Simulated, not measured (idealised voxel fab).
This section sets out a process module, namely voxel gate over fins.
For reference, the cross-section in this document is cut, with width 295 nm and square cells of 5 nm.
Cross-section spec: square-cell grid; bands listed top down; each band is one or more rows.
Within each band entry, the heights of the top and of the bottom of the band appear first, in that order and in nm; the materials of the band then follow from left to right, each with its corresponding width in nm. The designation "all across" on a single material indicates that it fills the band from edge to edge; the designation "air" indicates empty space.
It should be noted that heights are counted from 0, beneath which the wafer as supplied is of one material throughout, and that the lowest band possesses no lower boundary but continues downward, as written in "0 nm and below".
Note: "30 to 40" means the width goes from the first number (top row of the band) to the second number (bottom row) in equal steps per row of cells.
"changes: none" for a step: no cell of the cross-section changed in that step.
"Trapped voids" means: voids of 8 cells or more that are shut off from the top with no open way through. Written width x height at distance, distance from the left edge, in nm.
Step line, after settings: the simulator's comment on this step.
The line of a step may include "overlay nm". On a step with a mask, this value is how far to the right of its planned place the mask lay. A negative value means the mask lay to the left.
-- Steps in the process plan
- 1: RECEIVE,material Si
- 2: CONFORMAL_DEP,material SiN,thk nm 10
- 3: PATTERN,tone cover,mask id FINS,material resist,width nm 15,pitch nm 45,thk nm 20,overlay nm 0
- 4: DIRECTIONAL_ETCH,etch materials SiN,depth nm 10
- 5: DIRECTIONAL_ETCH,etch materials Si,depth nm 40
- 6: STRIP,etch materials resist
- 7: OXIDIZE,depth nm 5
- 8: FILL_DEP,material SiO2,thk nm 15
- 9: CMP,height nm 10
- 10: SELECTIVE_ETCH,etch materials SiO2,depth nm 20
- 11: STRIP,etch materials SiN
- 12: CONFORMAL_DEP,material HfO2,thk nm 5
- 13: CONFORMAL_DEP,material TiN,thk nm 5
- 14: FILL_DEP,material W,thk nm 10
- 15: CMP,height nm 15
- 16: CONFORMAL_DEP,material SiN,thk nm 10
-- Step 1 complete: cross-section of the wafer as received
	0 nm and below  Si all across
	Trapped voids: none
-- Run as planned - first of the two wafers cross-sectioned at the end of the module
	25 nm to 15 nm  SiN all across
	15 nm to 10 nm  W all across
	10 nm to 5 nm  110 of W, then 25 of TiN, then 20 of W, then 25 of TiN, then 115 of W
	5 nm to 0 nm  110 of W, then 5 of TiN, then 15 of HfO2, then 5 of TiN, then 20 of W, then 5 of TiN, then 15 of HfO2, then 5 of TiN, then 115 of W
	0 nm to -5 nm  115 of TiN, then 5 of HfO2, then 5 of Si, then 5 of HfO2, then 30 of TiN, then 5 of HfO2, then 5 of Si, then 5 of HfO2, then 120 of TiN
	-5 nm to -10 nm  120 of HfO2, then 5 of Si, then 40 of HfO2, then 5 of Si, then 125 of HfO2
	-10 nm to -45 nm  120 of SiO2, then 5 of Si, then 40 of SiO2, then 5 of Si, then 125 of SiO2
	-45 nm and below  Si all across
	Trapped voids: none
-- What the second wafer looks like in cross-section once the module is done. Its start and its plan matched the first wafer's exactly; what differed was one mistake in how it was run
	25 nm to 15 nm  SiN all across
	15 nm to 10 nm  TiN all across
	10 nm to 5 nm  120 of HfO2, then 5 of TiN, then 40 of HfO2, then 5 of TiN, then 125 of HfO2
	5 nm to 0 nm  115 of SiO2, then 15 of HfO2, then 30 of SiO2, then 15 of HfO2, then 120 of SiO2
	0 nm to -45 nm  120 of SiO2, then 5 of Si, then 40 of SiO2, then 5 of Si, then 125 of SiO2
	-45 nm and below  Si all across
	Trapped voids: none
Error vs. plan: step 9 in the plan did not get run; it was skipped
Counted in cells at the end, the second wafer holds more or fewer of these materials than the first: -4 HfO2, +167 SiO2, -6 TiN, -157 W
